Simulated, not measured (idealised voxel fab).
The document below concerns the process module designated voxel double patterning.
cross-section cut | 240 nm wide | cells 5 nm
Reading order for cross-sections: top band down to bottom band. Underlying form: a grid of square cells. Band size: one or more rows of cells.
Per band: top height and bottom height in nm, followed by the left-to-right materials and their widths in nm; "edge to edge" marks a single material spanning edge to edge, "air" marks empty space.
Height datum 0, below which the as-received substrate wafer is one material. Lowest band open at the bottom, running downward: "top 0, no bottom".
The width entry "30->40" should be interpreted row by row: the top row of cells in the band takes the first number, the bottom row takes the second number, and the change between adjacent rows is uniform throughout.
"no change" for a step: no cell of the cross-section changed in that step.
So "Fully sealed voids" is basically the list of trapped voids: any empty space of 8 cells or more that can't reach the top through an opening. They're written width x height at distance, the distance being from the left edge, and it's all nm.
That trailing text on a step's line, after the settings, is the simulator's own remark on the step.
"overlay nm" answers the question of how far to the right of plan the mask lay on a step that has a mask, and when it is negative the answer is to the left.
Each pair of cross-sections that follows straddles one process step: the one shows the state before the step, the other the state after it, down to the lowest band that changed and no further. The step in question, and its settings, are given under the pair. Note that a pair is not necessarily a continuation of the pair above it, since pairs can come from different runs of this module on the same starting wafer; it is a continuation only where its entry headed "Before the step" says so.

Before the step:
* top 40, bottom 35 = 95 of aC, 15 of air, 35 of aC, 15 of air, 80 of aC
* top 35, bottom 30 = aC edge to edge
* top 30, bottom 25 = 95 of SiCN, 15 of aC, 35 of SiCN, 15 of aC, 80 of SiCN
* top 25, bottom 10 = W edge to edge
* top 10, bottom 0 = SiO2 edge to edge
* top 0, no bottom = Si edge to edge
* Fully sealed voids: none

Post-Process View:
* top 70, bottom 40 = 110 of resist, 15 of air, 115 of resist
* top 40, bottom 35 = 95 of aC, 15 of resist, 35 of aC, 15 of resist, 80 of aC
* For the remainder of the cross-section, below 35, there is no change.
* Fully sealed voids: none
Connecting step for the cross-sections above: PATTERN: tone open, mask id SECOND, material resist, width nm 15, thk nm 30, overlay nm 0

Before the step: = after-state of the pair above.

Post-Process View:
* top 60, bottom 40 = 110 of resist, 15 of air, 115 of resist
* top 40, bottom 35 = 95 of aC, 15 of resist, 15 of air, 20 of aC, 15 of resist, 80 of aC
* top 35, bottom 30 = 110 of aC, 15 of air, 115 of aC
* For the remainder of the cross-section, below 30, there is no change.
* Fully sealed voids: none
Connecting step for the cross-sections above: DIRECTIONAL_ETCH: etch materials aC, depth nm 10

Before the step: = after-state of the pair above.

Post-Process View:
* top 40, bottom 35 = 95 of aC, 30 of air, 20 of aC, 15 of air, 80 of aC
* For the remainder of the cross-section, below 35, there is no change.
* Fully sealed voids: none
Connecting step for the cross-sections above: STRIP: etch materials resist

Before the step: = after-state of the pair above.

Post-Process View:
* top 40, bottom 35 = 95 of aC, 30 of air, 20 of aC, 15 of air, 80 of aC
* top 35, bottom 30 = 110 of aC, 15 of air, 115 of aC
* top 30, bottom 25 = 95 of SiCN, 15 of aC, 15 of air, 20 of SiCN, 15 of aC, 80 of SiCN
* For the remainder of the cross-section, below 25, there is no change.
* Fully sealed voids: none
Connecting step for the cross-sections above: DIRECTIONAL_ETCH: etch materials SiCN, depth nm 5

Before the step: = after-state of the pair above.

Post-Process View:
* top 30, bottom 25 = 95 of SiCN, 30 of air, 20 of SiCN, 15 of air, 80 of SiCN
* For the remainder of the cross-section, below 25, there is no change.
* Fully sealed voids: none
Connecting step for the cross-sections above: STRIP: etch materials aC

Before the step: = after-state of the pair above.

Post-Process View:
* top 30, bottom 25 = 95 of SiCN, 30 of air, 20 of SiCN, 15 of air, 80 of SiCN
* top 25, bottom 10 = 95 of W, 30 of air, 20 of W, 15 of air, 80 of W
* For the remainder of the cross-section, below 10, there is no change.
* Fully sealed voids: none
Connecting step for the cross-sections above: DIRECTIONAL_ETCH: etch materials W, depth nm 15

Before the step: = after-state of the pair above.

Post-Process View:
* top 25, bottom 10 = 95 of W, 30 of air, 20 of W, 15 of air, 80 of W
* For the remainder of the cross-section, below 10, there is no change.
* Fully sealed voids: none
Connecting step for the cross-sections above: STRIP: etch materials SiCN

Before the step:
* top 30, bottom 25 = 85 of SiCN, 15 of air, 35 of SiCN, 15 of air, 90 of SiCN
* top 25, bottom 10 = W edge to edge
* top 10, bottom 0 = SiO2 edge to edge
* top 0, no bottom = Si edge to edge
* Fully sealed voids: none

Post-Process View:
* top 40, bottom 35 = 85 of W, 15 of air, 35 of W, 15 of air, 90 of W
* top 35, bottom 30 = W edge to edge
* top 30, bottom 25 = 85 of SiCN, 15 of W, 35 of SiCN, 15 of W, 90 of SiCN
* For the remainder of the cross-section, below 25, there is no change.
* Fully sealed voids: none
Connecting step for the cross-sections above: DIRECTIONAL_DEP: material W, thk nm 10

Before the step: = after-state of the pair above.

Post-Process View:
* top 70, bottom 40 = 110 of resist, 15 of air, 115 of resist
* top 40, bottom 35 = 85 of W, 15 of resist, 35 of W, 15 of resist, 90 of W
* For the remainder of the cross-section, below 35, there is no change.
* Fully sealed voids: none
Connecting step for the cross-sections above: PATTERN: tone open, mask id SECOND, material resist, width nm 15, thk nm 30, overlay nm 0

Before the step: = after-state of the pair above.

Post-Process View:
* top 60, bottom 40 = 110 of resist, 15 of air, 115 of resist
* For the remainder of the cross-section, below 40, there is no change.
* Fully sealed voids: none
Connecting step for the cross-sections above: DIRECTIONAL_ETCH: etch materials aC, depth nm 10

Before the step: = after-state of the pair above.

Post-Process View:
* top 40, bottom 35 = 85 of W, 15 of air, 35 of W, 15 of air, 90 of W
* For the remainder of the cross-section, below 35, there is no change.
* Fully sealed voids: none
Connecting step for the cross-sections above: STRIP: etch materials resist

Before the step: = after-state of the pair above.

Post-Process View:
* top 30, bottom 25 = 85 of SiCN, 15 of air, 35 of SiCN, 15 of air, 90 of SiCN
* top 25, bottom 20 = 85 of W, 15 of air, 35 of W, 15 of air, 90 of W
* For the remainder of the cross-section, below 20, there is no change.
* Fully sealed voids: none
Connecting step for the cross-sections above: DIRECTIONAL_ETCH: etch materials W, depth nm 15

Before the step: = after-state of the pair above.

Post-Process View:
* top 25, bottom 20 = 85 of W, 15 of air, 35 of W, 15 of air, 90 of W
* For the remainder of the cross-section, below 20, there is no change.
* Fully sealed voids: none
Connecting step for the cross-sections above: STRIP: etch materials SiCN

Before the step:
* top 40, bottom 35 = 85 of aC, 15 of air, 35 of aC, 15 of air, 90 of aC
* top 35, bottom 30 = aC edge to edge
* top 30, bottom 25 = 85 of SiCN, 15 of aC, 35 of SiCN, 15 of aC, 90 of SiCN
* top 25, bottom 10 = W edge to edge
* top 10, bottom 0 = SiO2 edge to edge
* top 0, no bottom = Si edge to edge
* Fully sealed voids: none

Post-Process View:
* top 70, bottom 40 = 110 of air, 15 of resist, 115 of air
* For the remainder of the cross-section, below 40, there is no change.
* Fully sealed voids: none
Connecting step for the cross-sections above: PATTERN: tone cover, mask id SECOND, material resist, width nm 15, thk nm 30, overlay nm 0

Before the step: = after-state of the pair above.

Post-Process View:
* top 60, bottom 40 = 110 of air, 15 of resist, 115 of air
* top 40, bottom 30 = 110 of air, 15 of aC, 115 of air
* top 30, bottom 25 = 85 of SiCN, 15 of air, 35 of SiCN, 15 of air, 90 of SiCN
* For the remainder of the cross-section, below 25, there is no change.
* Fully sealed voids: none
Connecting step for the cross-sections above: DIRECTIONAL_ETCH: etch materials aC, depth nm 10

Before the step: = after-state of the pair above.

Post-Process View:
* top 40, bottom 30 = 110 of air, 15 of aC, 115 of air
* For the remainder of the cross-section, below 30, there is no change.
* Fully sealed voids: none
Connecting step for the cross-sections above: STRIP: etch materials resist

Before the step: = after-state of the pair above.

Post-Process View:
* top 40, bottom 30 = 110 of air, 15 of aC, 115 of air
* top 30, bottom 25 = 110 of air, 15 of SiCN, 115 of air
* For the remainder of the cross-section, below 25, there is no change.
* Fully sealed voids: none
Connecting step for the cross-sections above: DIRECTIONAL_ETCH: etch materials SiCN, depth nm 5

Before the step: = after-state of the pair above.

Post-Process View:
* top 30, bottom 25 = 110 of air, 15 of SiCN, 115 of air
* For the remainder of the cross-section, below 25, there is no change.
* Fully sealed voids: none
Connecting step for the cross-sections above: STRIP: etch materials aC

Before the step: = after-state of the pair above.

Post-Process View:
* top 30, bottom 25 = 110 of air, 15 of SiCN, 115 of air
* top 25, bottom 10 = 110 of air, 15 of W, 115 of air
* For the remainder of the cross-section, below 10, there is no change.
* Fully sealed voids: none
Connecting step for the cross-sections above: DIRECTIONAL_ETCH: etch materials W, depth nm 15

Before the step: = after-state of the pair above.

Post-Process View:
* top 25, bottom 10 = 110 of air, 15 of W, 115 of air
* For the remainder of the cross-section, below 10, there is no change.
* Fully sealed voids: none
Connecting step for the cross-sections above: STRIP: etch materials SiCN
